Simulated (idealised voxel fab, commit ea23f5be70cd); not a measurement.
Name of the process module below: voxel double patterning
Square cells of 5 nm make up the cross-section cut, whose width is 160 nm.
Format of a cross-section: grid, square cells. Given as bands. Order: top down. Band: one or more rows of cells.
What a band's entry tells you: where the top is and where the bottom is, as heights in nm, and after that what lies inside, material by material from left to right, each with its width in nm. Empty space is written as the word "blank", and a single material marked with the word "full width" occupies the band from edge to edge.
Heads up on the height convention: 0 is the point under which the incoming wafer is all one material, and the lowest band has no bottom, it just keeps going down, like "0 down".
Width spec "30..40" -> top row of cells at first value, bottom row at second value, equal per-row change in between.
What does "left unchanged" mean for a step? It means no cell of the cross-section changed in that step.
"Fully closed voids": sealed empty spaces, 8 cells or more, no open way to top, listed width x height at distance, with distance from the left edge and width, height and distance in nm.
Heads up: the bit after the settings on a step's line is the simulator's remark on that step.
Among the settings permitted on a step's line is "overlay nm"; applied to a step with a mask, it specifies the extent to which the mask lay to the right of its planned position, whereas a negative figure signifies a position to the left.

### plan
1: op RECEIVE | material Si
2: op CONFORMAL_DEP | material SiO2 | thk nm 10
3: op DIRECTIONAL_DEP | material W | thk nm 20
4: op DIRECTIONAL_DEP | material SiCN | thk nm 5
5: op MASKED_ETCH | tone open | mask id FIRST | width nm 15 | pitch nm 50 | etch materials SiCN | depth nm 5 | overlay nm 0
6: op MASKED_ETCH | tone open | mask id SECOND | width nm 15 | pitch nm 50 | etch materials SiCN | depth nm 5 | overlay nm 0
7: op DIRECTIONAL_ETCH | etch materials W | depth nm 20
8: op STRIP | etch materials SiCN

### Wafer cross-section on receipt, i.e. after step 1
    0 down | Si full width
    Fully closed voids: none

### Post-module cross-section of the first of two wafers (run per plan)
    30 to 10 | W: 20 / blank: 15 / W: 10 / blank: 15 / W: 10 / blank: 15 / W: 10 / blank: 15 / W: 10 / blank: 15 / W: 25
    10 to 0 | SiO2 full width
    0 down | Si full width
    Fully closed voids: none

### Cross-sectional view of the second of two wafers upon completion of the module. This wafer shared its starting condition and process plan with the first; one error was made during its execution
    30 to 10 | W: 15 / blank: 15 / W: 15 / blank: 15 / W: 5 / blank: 15 / W: 15 / blank: 15 / W: 5 / blank: 15 / W: 30
    10 to 0 | SiO2 full width
    0 down | Si full width
    Fully closed voids: none
In executing the process, a mistake was made relative to the plan: step 5: run off-plan, actual operation and settings op MASKED_ETCH | tone open | mask id FIRST | width nm 15 | pitch nm 50 | etch materials SiCN | depth nm 5 | overlay nm -5
If you tally the cells, the second wafer ends up with the same amount of every material as the first; it's all just sitting in different places.
